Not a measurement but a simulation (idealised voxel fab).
Name of the process module below: voxel plated lines
In the cross-section labelled cut, the width is 245 nm and each square cell is 5 nm.
Cross-sections here: square-cell grids, written as top-down lists of bands, a band being one or more rows of cells. For a band, the entry starts with two heights in nm, that of the top and then that of the bottom, and carries on with the band's materials in order from left to right, each alongside its width in nm; the word "throughout" beside a single material means it fills the band edge to edge, and "empty" means empty space. It should be noted that heights are counted from 0, beneath which the wafer as supplied is of one material throughout, and that the lowest band possesses no lower boundary but continues downward, as written in "z 0 and below". A two-number width, for instance "30->40", indicates that the width is equal to the first number in the top row of the band and to the second number in the bottom row, and that it changes by a constant amount per row of cells. Step marked "identical to before"? Then no cell in the cross-section changed in it. In "Closed-off voids" the enclosed voids are listed, meaning empty spaces of 8 cells or larger without any opening to the top. The form is width x height at distance, distance from the left edge, units nm. Heads up: the bit after the settings on a step's line is the simulator's remark on that step. If you see "overlay nm" on a step's line and that step has a mask, it's telling you how far right of where it was planned the mask ended up; a negative number means it went left instead.

Intended process steps
- 1: RECEIVE: material Si
- 2: CONFORMAL_DEP: material SiO2, thk nm 5
- 3: DIRECTIONAL_DEP: material TiN, thk nm 5
- 4: PATTERN: tone open, mask id LINES, material resist, width nm 20, pitch nm 35, thk nm 40, overlay nm 0
- 5: EPI: material Ru, thk nm 5
- 6: EPI: material Ru, thk nm 5
- 7: EPI: material Ru, thk nm 5
- 8: STRIP: etch materials resist
- 9: DIRECTIONAL_ETCH: etch materials TiN, depth nm 5
- 10: CONFORMAL_DEP: material SiCN, thk nm 10

First wafer out of two, processed as planned

as received, after step 1
- z 0 and below: Si throughout
- Closed-off voids: none

Cross-section: wafer state after step 2
- z 5 to 0: SiO2 throughout
- Whatever lies below 0 is exactly as it was before.

Cross-section: wafer state after step 3
- z 10 to 5: TiN throughout
- Whatever lies below 5 is exactly as it was before.

Cross-section: wafer state after step 4
- z 50 to 10: 75 nm resist | 20 nm empty | 15 nm resist | 20 nm empty | 15 nm resist | 20 nm empty | 80 nm resist
- Whatever lies below 10 is exactly as it was before.

Cross-section: wafer state after step 5
- z 50 to 15: 75 nm resist | 20 nm empty | 15 nm resist | 20 nm empty | 15 nm resist | 20 nm empty | 80 nm resist
- z 15 to 10: 75 nm resist | 20 nm Ru | 15 nm resist | 20 nm Ru | 15 nm resist | 20 nm Ru | 80 nm resist
- Whatever lies below 10 is exactly as it was before.

Cross-section: wafer state after step 6
- z 50 to 20: 75 nm resist | 20 nm empty | 15 nm resist | 20 nm empty | 15 nm resist | 20 nm empty | 80 nm resist
- z 20 to 10: 75 nm resist | 20 nm Ru | 15 nm resist | 20 nm Ru | 15 nm resist | 20 nm Ru | 80 nm resist
- Whatever lies below 10 is exactly as it was before.

Cross-section: wafer state after step 7
- z 50 to 25: 75 nm resist | 20 nm empty | 15 nm resist | 20 nm empty | 15 nm resist | 20 nm empty | 80 nm resist
- z 25 to 10: 75 nm resist | 20 nm Ru | 15 nm resist | 20 nm Ru | 15 nm resist | 20 nm Ru | 80 nm resist
- Whatever lies below 10 is exactly as it was before.

Cross-section: wafer state after step 8
- z 25 to 10: 75 nm empty | 20 nm Ru | 15 nm empty | 20 nm Ru | 15 nm empty | 20 nm Ru | 80 nm empty
- Whatever lies below 10 is exactly as it was before.

Cross-section: wafer state after step 9
- z 25 to 10: 75 nm empty | 20 nm Ru | 15 nm empty | 20 nm Ru | 15 nm empty | 20 nm Ru | 80 nm empty
- z 10 to 5: 75 nm empty | 20 nm TiN | 15 nm empty | 20 nm TiN | 15 nm empty | 20 nm TiN | 80 nm empty
- Whatever lies below 5 is exactly as it was before.

Cross-section: wafer state after step 10
- z 35 to 25: 65 nm empty | 110 nm SiCN | 70 nm empty
- z 25 to 15: 65 nm empty | 10 nm SiCN | 20 nm Ru | 15 nm SiCN | 20 nm Ru | 15 nm SiCN | 20 nm Ru | 10 nm SiCN | 70 nm empty
- z 15 to 10: 75 nm SiCN | 20 nm Ru | 15 nm SiCN | 20 nm Ru | 15 nm SiCN | 20 nm Ru | 80 nm SiCN
- z 10 to 5: 75 nm SiCN | 20 nm TiN | 15 nm SiCN | 20 nm TiN | 15 nm SiCN | 20 nm TiN | 80 nm SiCN
- Whatever lies below 5 is exactly as it was before.

Notes, second wafer: start = first wafer's, plan = first wafer's, execution had one mistake; history identical to first through step 7

Second wafer: cross-section at the scheduled end of step 8
- z 25 to 10: 75 nm empty | 20 nm Ru | 15 nm empty | 20 nm Ru | 15 nm empty | 20 nm Ru | 80 nm empty
- Whatever lies below 10 is exactly as it was before.

Second wafer: cross-section at the scheduled end of step 9
- z 25 to 10: 75 nm empty | 20 nm Ru | 15 nm empty | 20 nm Ru | 15 nm empty | 20 nm Ru | 80 nm empty
- z 10 to 5: 75 nm empty | 20 nm TiN | 15 nm empty | 20 nm TiN | 15 nm empty | 20 nm TiN | 80 nm empty
- Whatever lies below 5 is exactly as it was before.

Second wafer: cross-section at the scheduled end of step 10
- z 35 to 25: 65 nm empty | 110 nm SiCN | 70 nm empty
- z 25 to 15: 65 nm empty | 10 nm SiCN | 20 nm Ru | 15 nm SiCN | 20 nm Ru | 15 nm SiCN | 20 nm Ru | 10 nm SiCN | 70 nm empty
- z 15 to 10: 75 nm SiCN | 20 nm Ru | 15 nm SiCN | 20 nm Ru | 15 nm SiCN | 20 nm Ru | 80 nm SiCN
- z 10 to 5: 75 nm SiCN | 20 nm TiN | 15 nm SiCN | 20 nm TiN | 15 nm SiCN | 20 nm TiN | 80 nm SiCN
- Whatever lies below 5 is exactly as it was before.
Error vs. plan: yeah, plan step 8 got run twice
Honestly, by the end the two wafers have the same cross-section, so the mistake just doesn't show up in what this model computes.
